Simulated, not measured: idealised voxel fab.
process module | voxel double patterning
cross-section cut | 160 nm wide | cells 5 nm
A cross-section is a grid of square cells, given in bands from the top down. A band is one or more rows of cells.
Each band's line starts with the height of the band's top and of its bottom, in nm. Then come its materials from left to right, each with its width in nm. One material with "throughout" fills the band from edge to edge. "air" is empty space.
Height 0 is the level under which the wafer as received is all one material. The lowest band goes on downwards, as in "0 down".
A width such as "30 to 40" changes by the same amount from each row of cells to the next, from the band's top row to its bottom row.
"no change" after a step means that no cell of the cross-section changed.
closed voids: empty space of 8 cells or more with no open way to the top, each as width x height at its distance from the left edge, in nm
after a step's settings: what the simulator itself notes on the step
overlay nm, on a step with a mask: how far to the right of its planned place the mask lay; to the left if negative
plan
1 op RECEIVE | material Si
2 op CONFORMAL_DEP | material SiO2 | thk nm 10
3 op DIRECTIONAL_DEP | material W | thk nm 10
4 op DIRECTIONAL_DEP | material SiCN | thk nm 5
5 op DIRECTIONAL_DEP | material aC | thk nm 5
6 op PATTERN | tone open | mask id FIRST | material resist | width nm 15 | pitch nm 50 | thk nm 30 | overlay nm 0
7 op DIRECTIONAL_ETCH | etch materials aC | depth nm 15
8 op STRIP | etch materials resist
9 op DIRECTIONAL_ETCH | etch materials SiCN | depth nm 5
10 op STRIP | etch materials aC
11 op DIRECTIONAL_DEP | material aC | thk nm 10
12 op PATTERN | tone open | mask id SECOND | material resist | width nm 15 | pitch nm 50 | thk nm 30 | overlay nm 0
13 op DIRECTIONAL_ETCH | etch materials aC | depth nm 10
14 op STRIP | etch materials resist
15 op DIRECTIONAL_ETCH | etch materials SiCN | depth nm 5
16 op STRIP | etch materials aC
17 op DIRECTIONAL_ETCH | etch materials W | depth nm 10
18 op STRIP | etch materials SiCN
varied across the wafers: thk nm of step 5. The plan shows the first wafer's value. All wafers start alike
first wafer as received, after step 1
  0 down: Si throughout
  closed voids: none
each wafer at the end: cells of each material gained (+) or lost (-) since it was received, then its closed voids
thk nm 5 | +64 SiO2 | +34 W | closed voids: none
thk nm 10 | +64 SiO2 | +34 W | closed voids: none
thk nm 15 | +64 SiO2 | +34 W | closed voids: none
thk nm 20 | +64 SiO2 | +52 W | closed voids: none
thk nm 25 | +64 SiO2 | +52 W | closed voids: none
thk nm 30 | +64 SiO2 | +52 W | closed voids: none
